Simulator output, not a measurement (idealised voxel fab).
process module | voxel spacer lines
cross-section cut | 280 nm wide | cells 5 nm
A cross-section is a grid of square cells, given in bands from the top down. A band is one or more rows of cells.
Each band's line starts with the height of the band's top and of its bottom, in nm. Then come its materials from left to right, each with its width in nm. One material with "throughout" fills the band from edge to edge. "air" is empty space.
Height 0 is the level under which the wafer as received is all one material. The lowest band goes on downwards, as in "0 down".
A width such as "30 to 40" changes by the same amount from each row of cells to the next, from the band's top row to its bottom row.
"no change" after a step means that no cell of the cross-section changed.
closed voids: empty space of 8 cells or more with no open way to the top, each as width x height at its distance from the left edge, in nm
after a step's settings: what the simulator itself notes on the step
overlay nm, on a step with a mask: how far to the right of its planned place the mask lay; to the left if negative
plan
1 op RECEIVE | material Si
2 op CONFORMAL_DEP | material Al2O3 | thk nm 10
3 op DIRECTIONAL_DEP | material W | thk nm 10
4 op DIRECTIONAL_DEP | material polySi | thk nm 20
5 op PATTERN | tone cover | mask id MANDREL | material resist | width nm 15 | pitch nm 50 | thk nm 25 | overlay nm 0
6 op DIRECTIONAL_ETCH | etch materials polySi | depth nm 20
7 op STRIP | etch materials resist
8 op CONFORMAL_DEP | material SiO2 | thk nm 10
9 op DIRECTIONAL_ETCH | etch materials SiO2 | depth nm 10
10 op STRIP | etch materials polySi
11 op DIRECTIONAL_ETCH | etch materials W | depth nm 10
12 op STRIP | etch materials SiO2
13 op FILL_DEP | material lowk | thk nm 5
14 op CMP | height nm 10
varied across the wafers: height nm of step 14. The plan shows the first wafer's value. All wafers start alike
first wafer as received, after step 1
  0 down: Si throughout
  closed voids: none
each wafer at the end: cells of each material gained (+) or lost (-) since it was received, then its closed voids
height nm 10 | +112 Al2O3 | closed voids: none
height nm 15 | +112 Al2O3 | +8 W | +48 lowk | closed voids: none
height nm 20 | +112 Al2O3 | +16 W | +96 lowk | closed voids: none
height nm 25 | +112 Al2O3 | +16 W | +152 lowk | closed voids: none
